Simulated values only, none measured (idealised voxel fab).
process module | voxel wiring stack
cross-section cut | 240 nm wide | cells 5 nm
A cross-section is a grid of square cells, given in bands from the top down. A band is one or more rows of cells.
Each band's line starts with the height of the band's top and of its bottom, in nm. Then come its materials from left to right, each with its width in nm. One material with "throughout" fills the band from edge to edge. "air" is empty space.
Height 0 is the level under which the wafer as received is all one material. The lowest band goes on downwards, as in "0 down".
A width such as "30 to 40" changes by the same amount from each row of cells to the next, from the band's top row to its bottom row.
"no change" after a step means that no cell of the cross-section changed.
closed voids: empty space of 8 cells or more with no open way to the top, each as width x height at its distance from the left edge, in nm
after a step's settings: what the simulator itself notes on the step
overlay nm, on a step with a mask: how far to the right of its planned place the mask lay; to the left if negative
plan
1 op RECEIVE | material Si
2 op CONFORMAL_DEP | material SiO2 | thk nm 10
3 op DIRECTIONAL_DEP | material TiN | thk nm 5
4 op DIRECTIONAL_DEP | material W | thk nm 25
5 op MASKED_ETCH | tone cover | mask id METAL_1 | width nm 20 | pitch nm 40 | etch materials W | depth nm 25 | overlay nm 0
6 op MASKED_ETCH | tone cover | mask id METAL_1 | width nm 20 | pitch nm 40 | etch materials TiN | depth nm 5 | overlay nm 0
7 op FILL_DEP | material lowk | thk nm 5
8 op CMP | height nm 40
9 op CONFORMAL_DEP | material SiCN | thk nm 5
10 op DIRECTIONAL_DEP | material lowk | thk nm 10
11 op MASKED_ETCH | tone open | mask id PLUG_1 | width nm 15 | pitch nm 40 | etch materials lowk | depth nm 10 | overlay nm 0
12 op MASKED_ETCH | tone open | mask id PLUG_1 | width nm 15 | pitch nm 40 | etch materials SiCN | depth nm 5 | overlay nm 0
13 op EPI | material Ru | thk nm 10
14 op EPI | material Ru | thk nm 5
15 op CONFORMAL_DEP | material SiCN | thk nm 5
16 op DIRECTIONAL_DEP | material lowk | thk nm 15
17 op PATTERN | tone open | mask id METAL_2 | material resist | width nm 20 | pitch nm 40 | thk nm 15 | overlay nm 0
18 op DIRECTIONAL_ETCH | etch materials lowk | depth nm 15
19 op DIRECTIONAL_ETCH | etch materials SiCN | depth nm 5
20 op STRIP | etch materials resist
21 op CONFORMAL_DEP | material TiN | thk nm 5
22 op FILL_DEP | material Cu | thk nm 10
23 op CMP | height nm 75
24 op EPI | material Ru | thk nm 5
25 op FILL_DEP | material SiCN | thk nm 5
26 op DIRECTIONAL_DEP | material lowk | thk nm 20
27 op MASKED_ETCH | tone open | mask id PLUG_2 | width nm 15 | pitch nm 80 | etch materials lowk | depth nm 20 | overlay nm 0
28 op MASKED_ETCH | tone open | mask id PLUG_2 | width nm 15 | pitch nm 80 | etch materials SiCN | depth nm 5 | overlay nm 0
29 op EPI | material Ru | thk nm 10
30 op EPI | material Ru | thk nm 10
31 op EPI | material Ru | thk nm 5
32 op CONFORMAL_DEP | material SiCN | thk nm 5
33 op DIRECTIONAL_DEP | material lowk | thk nm 25
34 op PATTERN | tone open | mask id METAL_3 | material resist | width nm 20 | pitch nm 40 | thk nm 20 | overlay nm 0
35 op DIRECTIONAL_ETCH | etch materials lowk | depth nm 25
36 op DIRECTIONAL_ETCH | etch materials SiCN | depth nm 5
37 op STRIP | etch materials resist
38 op CONFORMAL_DEP | material TiN | thk nm 5
39 op FILL_DEP | material Ru | thk nm 10
40 op CMP | height nm 135
41 op CONFORMAL_DEP | material SiCN | thk nm 5
as received, after step 1
  0 down: Si throughout
  closed voids: none
a wafer at the end: this start, this plan, one mistake
  140 to 135: SiCN throughout
  135 to 110: lowk 50 | TiN 5 | Ru 10 | TiN 5 | lowk 20 | TiN 5 | Ru 10 | TiN 5 | lowk 20 | TiN 5 | Ru 10 | TiN 5 | lowk 20 | TiN 5 | Ru 10 | TiN 5 | lowk 50
  110 to 105: SiCN 50 | TiN 20 | SiCN 20 | TiN 20 | SiCN 20 | TiN 20 | SiCN 20 | TiN 20 | SiCN 50
  105 to 90: lowk 50 | SiCN 5 | TiN 5 | SiCN 5 | lowk 65 | SiCN 5 | TiN 5 | SiCN 5 | lowk 95
  90 to 85: lowk throughout
  85 to 80: SiCN throughout
  80 to 75: SiCN 45 | Ru 30 | SiCN 10 | Ru 30 | SiCN 10 | Ru 30 | SiCN 10 | Ru 30 | SiCN 45
  75 to 60: lowk 50 | TiN 5 | Cu 10 | TiN 5 | lowk 20 | TiN 5 | Cu 10 | TiN 5 | lowk 20 | TiN 5 | Cu 10 | TiN 5 | lowk 20 | TiN 5 | Cu 10 | TiN 5 | lowk 50
  60 to 55: SiCN 50 | TiN 20 | SiCN 20 | TiN 20 | SiCN 20 | TiN 20 | SiCN 20 | TiN 20 | SiCN 50
  55 to 45: lowk 50 | Ru 15 | lowk 25 | Ru 15 | lowk 25 | Ru 15 | lowk 25 | Ru 15 | lowk 55
  45 to 40: SiCN 50 | Ru 15 | SiCN 25 | Ru 15 | SiCN 25 | Ru 15 | SiCN 25 | Ru 15 | SiCN 55
  40 to 15: lowk 50 | W 20 | lowk 20 | W 20 | lowk 20 | W 20 | lowk 20 | W 20 | lowk 50
  15 to 10: lowk 50 | TiN 20 | lowk 20 | TiN 20 | lowk 20 | TiN 20 | lowk 20 | TiN 20 | lowk 50
  10 to 0: SiO2 throughout
  0 down: Si throughout
  closed voids: none
what went wrong: step 27 ran as: op MASKED_ETCH | tone open | mask id PLUG_2 | width nm 15 | pitch nm 80 | etch materials lowk | depth nm 15 | overlay nm 0
